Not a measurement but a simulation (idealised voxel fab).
process module | voxel transistor to metal
cross-section cut | 150 nm wide | cells 5 nm
A cross-section is a grid of square cells, given in bands from the top down. A band is one or more rows of cells.
Each band's line starts with the height of the band's top and of its bottom, in nm. Then come its materials from left to right, each with its width in nm. One material with "throughout" fills the band from edge to edge. "air" is empty space.
Height 0 is the level under which the wafer as received is all one material. The lowest band goes on downwards, as in "0 down".
A width such as "30 to 40" changes by the same amount from each row of cells to the next, from the band's top row to its bottom row.
"no change" after a step means that no cell of the cross-section changed.
closed voids: empty space of 8 cells or more with no open way to the top, each as width x height at its distance from the left edge, in nm
after a step's settings: what the simulator itself notes on the step
overlay nm, on a step with a mask: how far to the right of its planned place the mask lay; to the left if negative
Each pair below shows a cross-section before one step and the cross-section after it, down to the lowest band that changed. The line under each pair gives the step between them, with its settings. The pairs can come from different runs of this module on the same starting wafer, so a pair continues from the pair above only where its "before" says so.
before
  90 to 65: SiO2 35 | air 15 | SiO2 50 | air 15 | SiO2 35
  65 to 60: SiN 35 | air 15 | SiN 50 | air 15 | SiN 35
  60 to 45: SiO2 30 | TiN 5 | Ru 5 | TiN 5 | SiO2 50 | TiN 5 | Ru 5 | TiN 5 | SiO2 40
  45 to 30: SiO2 30 | TiN 5 | Ru 5 | TiN 5 | SiO2 15 | SiN 5 | SiCN 20 | SiN 5 | SiO2 5 | TiN 5 | Ru 5 | TiN 5 | SiO2 40
  30 to 15: SiO2 30 | TiN 5 | Ru 5 | TiN 5 | SiO2 15 | SiN 5 | polySi 20 | SiN 5 | SiO2 5 | TiN 5 | Ru 5 | TiN 5 | SiO2 40
  15 to 10: SiO2 30 | TiN 5 | Ru 5 | TiN 5 | SiO2 15 | SiN 5 | polySi 20 | SiN 5 | SiO2 5 | TiN 15 | SiO2 40
  10 to 5: SiO2 30 | TiN 5 | Ru 5 | TiN 5 | SiGe 15 | SiN 5 | polySi 20 | SiN 5 | SiGe 15 | TiN 5 | SiO2 40
  5 to 0: SiO2 25 | SiN 5 | TiN 15 | SiGe 15 | SiN 5 | polySi 20 | SiN 5 | SiGe 15 | TiN 5 | SiO2 10 | SiN 5 | SiO2 25
  0 to -5: SiO2 30 | SiGe 30 | SiO2 30 | SiGe 30 | SiO2 30
  -5 to -15: SiO2 30 | SiGe 30 | Si 30 | SiGe 30 | SiO2 30
  -15 to -30: SiO2 30 | Si 90 | SiO2 30
  -30 down: Si throughout
  closed voids: none
after
  95 to 90: TiN 40 | air 5 | TiN 60 | air 5 | TiN 40
  90 to 65: SiO2 35 | TiN 5 | air 5 | TiN 5 | SiO2 50 | TiN 5 | air 5 | TiN 5 | SiO2 35
  65 to 60: SiN 35 | TiN 15 | SiN 50 | TiN 15 | SiN 35
  below 60: unchanged
  closed voids: none
the step between: op CONFORMAL_DEP | material TiN | thk nm 5
before: the cross-section after the pair above
after
  100 to 95: Ru throughout
  95 to 90: TiN 40 | Ru 5 | TiN 60 | Ru 5 | TiN 40
  90 to 65: SiO2 35 | TiN 5 | Ru 5 | TiN 5 | SiO2 50 | TiN 5 | Ru 5 | TiN 5 | SiO2 35
  below 65: unchanged
  closed voids: none
the step between: op FILL_DEP | material Ru | thk nm 5
before: the cross-section after the pair above
after
  90 to 65: SiO2 35 | TiN 5 | Ru 5 | TiN 5 | SiO2 50 | TiN 5 | Ru 5 | TiN 5 | SiO2 35
  below 65: unchanged
  closed voids: none
the step between: op CMP | height nm 90
before: the cross-section after the pair above
after
  95 to 90: SiCN throughout
  below 90: unchanged
  closed voids: none
the step between: op CONFORMAL_DEP | material SiCN | thk nm 5
before
  45 to 30: air 60 | SiN 5 | SiCN 20 | SiN 5 | air 60
  30 to 5: air 60 | SiN 5 | polySi 20 | SiN 5 | air 60
  5 to 0: SiO2 25 | SiN 5 | air 30 | SiN 5 | polySi 20 | SiN 5 | air 30 | SiN 5 | SiO2 25
  0 to -5: SiO2 throughout
  -5 to -30: SiO2 30 | Si 90 | SiO2 30
  -30 down: Si throughout
  closed voids: none
after
  45 to 40: air 60 | SiN 5 | air 20 | SiN 5 | air 60
  below 40: unchanged
  closed voids: none
the step between: op DIRECTIONAL_ETCH | etch materials SiCN | depth nm 5
before: the cross-section after the pair above
after
  55 to 45: SiO2 throughout
  45 to 40: SiO2 60 | SiN 5 | SiO2 20 | SiN 5 | SiO2 60
  40 to 30: SiO2 60 | SiN 5 | SiCN 20 | SiN 5 | SiO2 60
  30 to 5: SiO2 60 | SiN 5 | polySi 20 | SiN 5 | SiO2 60
  5 to 0: SiO2 25 | SiN 5 | SiO2 30 | SiN 5 | polySi 20 | SiN 5 | SiO2 30 | SiN 5 | SiO2 25
  below 0: unchanged
  closed voids: none
the step between: op FILL_DEP | material SiO2 | thk nm 10
before: the cross-section after the pair above
after
  45 to 40: SiO2 60 | SiN 5 | SiO2 20 | SiN 5 | SiO2 60
  below 40: unchanged
  closed voids: none
the step between: op CMP | height nm 45
before: the cross-section after the pair above
after
  60 to 45: SiO2 throughout
  below 45: unchanged
  closed voids: none
the step between: op DIRECTIONAL_DEP | material SiO2 | thk nm 15
before: the cross-section after the pair above
after
  75 to 60: aC throughout
  below 60: unchanged
  closed voids: none
the step between: op DIRECTIONAL_DEP | material aC | thk nm 15
before: the cross-section after the pair above
after
  110 to 75: resist 35 | air 15 | resist 50 | air 15 | resist 35
  below 75: unchanged
  closed voids: none
the step between: op PATTERN | tone open | mask id CONTACT | material resist | width nm 15 | pitch nm 65 | thk nm 35 | overlay nm 0
before: the cross-section after the pair above
after
  95 to 75: resist 35 | air 15 | resist 50 | air 15 | resist 35
  75 to 60: aC 35 | air 15 | aC 50 | air 15 | aC 35
  below 60: unchanged
  closed voids: none
the step between: op DIRECTIONAL_ETCH | etch materials aC | depth nm 15
before: the cross-section after the pair above
after
  75 to 60: aC 35 | air 15 | aC 50 | air 15 | aC 35
  below 60: unchanged
  closed voids: none
the step between: op STRIP | etch materials resist
before: the cross-section after the pair above
after
  75 to 60: aC 35 | air 15 | aC 50 | air 15 | aC 35
  60 to 45: SiO2 35 | air 15 | SiO2 50 | air 15 | SiO2 35
  45 to 40: SiO2 35 | air 15 | SiO2 10 | SiN 5 | SiO2 20 | SiN 5 | SiO2 10 | air 15 | SiO2 35
  40 to 30: SiO2 35 | air 15 | SiO2 10 | SiN 5 | SiCN 20 | SiN 5 | SiO2 10 | air 15 | SiO2 35
  30 to 5: SiO2 35 | air 15 | SiO2 10 | SiN 5 | polySi 20 | SiN 5 | SiO2 10 | air 15 | SiO2 35
  5 to 0: SiO2 25 | SiN 5 | SiO2 5 | air 15 | SiO2 10 | SiN 5 | polySi 20 | SiN 5 | SiO2 10 | air 15 | SiO2 5 | SiN 5 | SiO2 25
  below 0: unchanged
  closed voids: none
the step between: op DIRECTIONAL_ETCH | etch materials SiO2 | depth nm 60
before: the cross-section after the pair above
after
  60 to 45: SiO2 35 | air 15 | SiO2 50 | air 15 | SiO2 35
  below 45: unchanged
  closed voids: none
the step between: op STRIP | etch materials aC
before: the cross-section after the pair above
after
  65 to 60: TiN 40 | air 5 | TiN 60 | air 5 | TiN 40
  60 to 45: SiO2 35 | TiN 5 | air 5 | TiN 5 | SiO2 50 | TiN 5 | air 5 | TiN 5 | SiO2 35
  45 to 40: SiO2 35 | TiN 5 | air 5 | TiN 5 | SiO2 10 | SiN 5 | SiO2 20 | SiN 5 | SiO2 10 | TiN 5 | air 5 | TiN 5 | SiO2 35
  40 to 30: SiO2 35 | TiN 5 | air 5 | TiN 5 | SiO2 10 | SiN 5 | SiCN 20 | SiN 5 | SiO2 10 | TiN 5 | air 5 | TiN 5 | SiO2 35
  30 to 5: SiO2 35 | TiN 5 | air 5 | TiN 5 | SiO2 10 | SiN 5 | polySi 20 | SiN 5 | SiO2 10 | TiN 5 | air 5 | TiN 5 | SiO2 35
  5 to 0: SiO2 25 | SiN 5 | SiO2 5 | TiN 15 | SiO2 10 | SiN 5 | polySi 20 | SiN 5 | SiO2 10 | TiN 15 | SiO2 5 | SiN 5 | SiO2 25
  below 0: unchanged
  closed voids: none
the step between: op CONFORMAL_DEP | material TiN | thk nm 5
before: the cross-section after the pair above
after
  70 to 65: Ru throughout
  65 to 60: TiN 40 | Ru 5 | TiN 60 | Ru 5 | TiN 40
  60 to 45: SiO2 35 | TiN 5 | Ru 5 | TiN 5 | SiO2 50 | TiN 5 | Ru 5 | TiN 5 | SiO2 35
  45 to 40: SiO2 35 | TiN 5 | Ru 5 | TiN 5 | SiO2 10 | SiN 5 | SiO2 20 | SiN 5 | SiO2 10 | TiN 5 | Ru 5 | TiN 5 | SiO2 35
  40 to 30: SiO2 35 | TiN 5 | Ru 5 | TiN 5 | SiO2 10 | SiN 5 | SiCN 20 | SiN 5 | SiO2 10 | TiN 5 | Ru 5 | TiN 5 | SiO2 35
  30 to 5: SiO2 35 | TiN 5 | Ru 5 | TiN 5 | SiO2 10 | SiN 5 | polySi 20 | SiN 5 | SiO2 10 | TiN 5 | Ru 5 | TiN 5 | SiO2 35
  below 5: unchanged
  closed voids: none
the step between: op FILL_DEP | material Ru | thk nm 5
before: the cross-section after the pair above
after
  60 to 45: SiO2 35 | TiN 5 | Ru 5 | TiN 5 | SiO2 50 | TiN 5 | Ru 5 | TiN 5 | SiO2 35
  below 45: unchanged
  closed voids: none
the step between: op CMP | height nm 60
before: the cross-section after the pair above
after
  65 to 60: SiN throughout
  below 60: unchanged
  closed voids: none
the step between: op CONFORMAL_DEP | material SiN | thk nm 5
before: the cross-section after the pair above
after
  90 to 65: SiO2 throughout
  below 65: unchanged
  closed voids: none
the step between: op DIRECTIONAL_DEP | material SiO2 | thk nm 25
before: the cross-section after the pair above
after
  90 to 65: SiO2 35 | air 15 | SiO2 50 | air 15 | SiO2 35
  below 65: unchanged
  closed voids: none
the step between: op MASKED_ETCH | tone open | mask id METAL_1 | width nm 15 | pitch nm 65 | etch materials SiO2 | depth nm 25 | overlay nm 0
before: the cross-section after the pair above
after
  90 to 65: SiO2 35 | air 15 | SiO2 50 | air 15 | SiO2 35
  65 to 60: SiN 35 | air 15 | SiN 50 | air 15 | SiN 35
  below 60: unchanged
  closed voids: none
the step between: op MASKED_ETCH | tone open | mask id METAL_1 | width nm 15 | pitch nm 65 | etch materials SiN | depth nm 5 | overlay nm 0
before: the cross-section after the pair above
after
  95 to 90: TiN 40 | air 5 | TiN 60 | air 5 | TiN 40
  90 to 65: SiO2 35 | TiN 5 | air 5 | TiN 5 | SiO2 50 | TiN 5 | air 5 | TiN 5 | SiO2 35
  65 to 60: SiN 35 | TiN 15 | SiN 50 | TiN 15 | SiN 35
  below 60: unchanged
  closed voids: none
the step between: op CONFORMAL_DEP | material TiN | thk nm 5
before: the cross-section after the pair above
after
  100 to 95: Ru throughout
  95 to 90: TiN 40 | Ru 5 | TiN 60 | Ru 5 | TiN 40
  90 to 65: SiO2 35 | TiN 5 | Ru 5 | TiN 5 | SiO2 50 | TiN 5 | Ru 5 | TiN 5 | SiO2 35
  below 65: unchanged
  closed voids: none
the step between: op FILL_DEP | material Ru | thk nm 5
before: the cross-section after the pair above
after
  90 to 65: SiO2 35 | TiN 5 | Ru 5 | TiN 5 | SiO2 50 | TiN 5 | Ru 5 | TiN 5 | SiO2 35
  below 65: unchanged
  closed voids: none
the step between: op CMP | height nm 90
before: the cross-section after the pair above
after
  95 to 90: SiCN throughout
  below 90: unchanged
  closed voids: none
the step between: op CONFORMAL_DEP | material SiCN | thk nm 5
before
  75 to 60: aC throughout
  60 to 45: SiO2 throughout
  45 to 30: SiO2 60 | SiN 5 | SiCN 20 | SiN 5 | SiO2 60
  30 to 10: SiO2 60 | SiN 5 | polySi 20 | SiN 5 | SiO2 60
  10 to 5: SiO2 45 | SiGe 15 | SiN 5 | polySi 20 | SiN 5 | SiGe 15 | SiO2 45
  5 to 0: SiO2 25 | SiN 5 | SiO2 15 | SiGe 15 | SiN 5 | polySi 20 | SiN 5 | SiGe 15 | SiO2 15 | SiN 5 | SiO2 25
  0 to -5: SiO2 30 | SiGe 30 | SiO2 30 | SiGe 30 | SiO2 30
  -5 to -15: SiO2 30 | SiGe 30 | Si 30 | SiGe 30 | SiO2 30
  -15 to -30: SiO2 30 | Si 90 | SiO2 30
  -30 down: Si throughout
  closed voids: none
after
  110 to 75: air 35 | resist 15 | air 50 | resist 15 | air 35
  below 75: unchanged
  closed voids: none
the step between: op PATTERN | tone cover | mask id CONTACT | material resist | width nm 15 | pitch nm 65 | thk nm 35 | overlay nm 0
before: the cross-section after the pair above
after
  95 to 75: air 35 | resist 15 | air 50 | resist 15 | air 35
  75 to 60: air 35 | aC 15 | air 50 | aC 15 | air 35
  below 60: unchanged
  closed voids: none
the step between: op DIRECTIONAL_ETCH | etch materials aC | depth nm 15
before: the cross-section after the pair above
after
  75 to 60: air 35 | aC 15 | air 50 | aC 15 | air 35
  below 60: unchanged
  closed voids: none
the step between: op STRIP | etch materials resist
before: the cross-section after the pair above
after
  75 to 60: air 35 | aC 15 | air 50 | aC 15 | air 35
  60 to 45: air 35 | SiO2 15 | air 50 | SiO2 15 | air 35
  45 to 30: air 35 | SiO2 15 | air 10 | SiN 5 | SiCN 20 | SiN 5 | air 10 | SiO2 15 | air 35
  30 to 10: air 35 | SiO2 15 | air 10 | SiN 5 | polySi 20 | SiN 5 | air 10 | SiO2 15 | air 35
  10 to 5: air 35 | SiO2 10 | SiGe 15 | SiN 5 | polySi 20 | SiN 5 | SiGe 15 | SiO2 10 | air 35
  5 to 0: air 25 | SiN 5 | air 5 | SiO2 10 | SiGe 15 | SiN 5 | polySi 20 | SiN 5 | SiGe 15 | SiO2 10 | air 5 | SiN 5 | air 25
  below 0: unchanged
  closed voids: none
the step between: op DIRECTIONAL_ETCH | etch materials SiO2 | depth nm 60
before: the cross-section after the pair above
after
  60 to 45: air 35 | SiO2 15 | air 50 | SiO2 15 | air 35
  below 45: unchanged
  closed voids: none
the step between: op STRIP | etch materials aC
before: the cross-section after the pair above
after
  65 to 60: air 30 | TiN 25 | air 40 | TiN 25 | air 30
  60 to 50: air 30 | TiN 5 | SiO2 15 | TiN 5 | air 40 | TiN 5 | SiO2 15 | TiN 5 | air 30
  50 to 45: air 30 | TiN 5 | SiO2 15 | TiN 50 | SiO2 15 | TiN 5 | air 30
  45 to 30: air 30 | TiN 5 | SiO2 15 | TiN 10 | SiN 5 | SiCN 20 | SiN 5 | TiN 10 | SiO2 15 | TiN 5 | air 30
  30 to 10: air 30 | TiN 5 | SiO2 15 | TiN 10 | SiN 5 | polySi 20 | SiN 5 | TiN 10 | SiO2 15 | TiN 5 | air 30
  10 to 5: air 20 | TiN 15 | SiO2 10 | SiGe 15 | SiN 5 | polySi 20 | SiN 5 | SiGe 15 | SiO2 10 | TiN 15 | air 20
  5 to 0: TiN 25 | SiN 5 | TiN 5 | SiO2 10 | SiGe 15 | SiN 5 | polySi 20 | SiN 5 | SiGe 15 | SiO2 10 | TiN 5 | SiN 5 | TiN 25
  below 0: unchanged
  closed voids: none
the step between: op CONFORMAL_DEP | material TiN | thk nm 5
before: the cross-section after the pair above
after
  70 to 65: Ru throughout
  65 to 60: Ru 30 | TiN 25 | Ru 40 | TiN 25 | Ru 30
  60 to 50: Ru 30 | TiN 5 | SiO2 15 | TiN 5 | Ru 40 | TiN 5 | SiO2 15 | TiN 5 | Ru 30
  50 to 45: Ru 30 | TiN 5 | SiO2 15 | TiN 50 | SiO2 15 | TiN 5 | Ru 30
  45 to 30: Ru 30 | TiN 5 | SiO2 15 | TiN 10 | SiN 5 | SiCN 20 | SiN 5 | TiN 10 | SiO2 15 | TiN 5 | Ru 30
  30 to 10: Ru 30 | TiN 5 | SiO2 15 | TiN 10 | SiN 5 | polySi 20 | SiN 5 | TiN 10 | SiO2 15 | TiN 5 | Ru 30
  10 to 5: Ru 20 | TiN 15 | SiO2 10 | SiGe 15 | SiN 5 | polySi 20 | SiN 5 | SiGe 15 | SiO2 10 | TiN 15 | Ru 20
  below 5: unchanged
  closed voids: none
the step between: op FILL_DEP | material Ru | thk nm 5
before: the cross-section after the pair above
after
  60 to 50: Ru 30 | TiN 5 | SiO2 15 | TiN 5 | Ru 40 | TiN 5 | SiO2 15 | TiN 5 | Ru 30
  below 50: unchanged
  closed voids: none
the step between: op CMP | height nm 60
before: the cross-section after the pair above
after
  65 to 60: SiN throughout
  below 60: unchanged
  closed voids: none
the step between: op CONFORMAL_DEP | material SiN | thk nm 5
before: the cross-section after the pair above
after
  90 to 65: SiO2 throughout
  below 65: unchanged
  closed voids: none
the step between: op DIRECTIONAL_DEP | material SiO2 | thk nm 25
before: the cross-section after the pair above
after
  90 to 65: SiO2 35 | air 15 | SiO2 50 | air 15 | SiO2 35
  below 65: unchanged
  closed voids: none
the step between: op MASKED_ETCH | tone open | mask id METAL_1 | width nm 15 | pitch nm 65 | etch materials SiO2 | depth nm 25 | overlay nm 0
before: the cross-section after the pair above
after
  90 to 65: SiO2 35 | air 15 | SiO2 50 | air 15 | SiO2 35
  65 to 60: SiN 35 | air 15 | SiN 50 | air 15 | SiN 35
  below 60: unchanged
  closed voids: none
the step between: op MASKED_ETCH | tone open | mask id METAL_1 | width nm 15 | pitch nm 65 | etch materials SiN | depth nm 5 | overlay nm 0
before: the cross-section after the pair above
after
  95 to 90: TiN 40 | air 5 | TiN 60 | air 5 | TiN 40
  90 to 65: SiO2 35 | TiN 5 | air 5 | TiN 5 | SiO2 50 | TiN 5 | air 5 | TiN 5 | SiO2 35
  65 to 60: SiN 35 | TiN 15 | SiN 50 | TiN 15 | SiN 35
  below 60: unchanged
  closed voids: none
the step between: op CONFORMAL_DEP | material TiN | thk nm 5
before: the cross-section after the pair above
after
  100 to 95: Ru throughout
  95 to 90: TiN 40 | Ru 5 | TiN 60 | Ru 5 | TiN 40
  90 to 65: SiO2 35 | TiN 5 | Ru 5 | TiN 5 | SiO2 50 | TiN 5 | Ru 5 | TiN 5 | SiO2 35
  below 65: unchanged
  closed voids: none
the step between: op FILL_DEP | material Ru | thk nm 5
before: the cross-section after the pair above
after
  90 to 65: SiO2 35 | TiN 5 | Ru 5 | TiN 5 | SiO2 50 | TiN 5 | Ru 5 | TiN 5 | SiO2 35
  below 65: unchanged
  closed voids: none
the step between: op CMP | height nm 90
before: the cross-section after the pair above
after
  95 to 90: SiCN throughout
  below 90: unchanged
  closed voids: none
the step between: op CONFORMAL_DEP | material SiCN | thk nm 5
